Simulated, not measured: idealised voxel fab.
process module | voxel gate over fins
cross-section cut | 240 nm wide | cells 5 nm
A cross-section is a grid of square cells, given in bands from the top down. A band is one or more rows of cells.
Each band's line starts with the height of the band's top and of its bottom, in nm. Then come its materials from left to right, each with its width in nm. One material with "throughout" fills the band from edge to edge. "air" is empty space.
Height 0 is the level under which the wafer as received is all one material. The lowest band goes on downwards, as in "0 down".
A width such as "30 to 40" changes by the same amount from each row of cells to the next, from the band's top row to its bottom row.
"no change" after a step means that no cell of the cross-section changed.
closed voids: empty space of 8 cells or more with no open way to the top, each as width x height at its distance from the left edge, in nm
after a step's settings: what the simulator itself notes on the step
overlay nm, on a step with a mask: how far to the right of its planned place the mask lay; to the left if negative
plan
1 op RECEIVE | material Si
2 op CONFORMAL_DEP | material SiN | thk nm 5
3 op DIRECTIONAL_DEP | material aC | thk nm 10
4 op PATTERN | tone cover | mask id FINS | material resist | width nm 15 | pitch nm 35 | thk nm 30 | overlay nm 0
5 op DIRECTIONAL_ETCH | etch materials aC | depth nm 10
6 op STRIP | etch materials resist
7 op DIRECTIONAL_ETCH | etch materials SiN | depth nm 5
8 op DIRECTIONAL_ETCH | etch materials Si | depth nm 35
9 op STRIP | etch materials aC
10 op FILL_DEP | material SiO2 | thk nm 10
11 op CMP | height nm 5
12 op SELECTIVE_ETCH | etch materials SiO2 | depth nm 20
13 op STRIP | etch materials SiN
14 op CONFORMAL_DEP | material HfO2 | thk nm 5
15 op CONFORMAL_DEP | material TiN | thk nm 5
16 op FILL_DEP | material W | thk nm 10
17 op CMP | height nm 15
18 op CONFORMAL_DEP | material SiCN | thk nm 5
as received, after step 1
  0 down: Si throughout
  closed voids: none
a wafer at the end: this start, this plan, one mistake
  20 to 15: SiCN throughout
  15 to 10: W throughout
  10 to 5: TiN throughout
  5 to 0: HfO2 65 | TiN 5 | HfO2 30 | TiN 5 | HfO2 30 | TiN 5 | HfO2 30 | TiN 5 | HfO2 65
  0 to -10: Si 60 | HfO2 5 | TiN 5 | HfO2 5 | Si 20 | HfO2 5 | TiN 5 | HfO2 5 | Si 20 | HfO2 5 | TiN 5 | HfO2 5 | Si 20 | HfO2 5 | TiN 5 | HfO2 5 | Si 60
  -10 to -15: Si 60 | HfO2 15 | Si 20 | HfO2 15 | Si 20 | HfO2 15 | Si 20 | HfO2 15 | Si 60
  -15 to -35: Si 60 | SiO2 15 | Si 20 | SiO2 15 | Si 20 | SiO2 15 | Si 20 | SiO2 15 | Si 60
  -35 down: Si throughout
  closed voids: none
what went wrong: step 4 ran as: op PATTERN | tone open | mask id FINS | material resist | width nm 15 | pitch nm 35 | thk nm 30 | overlay nm 0
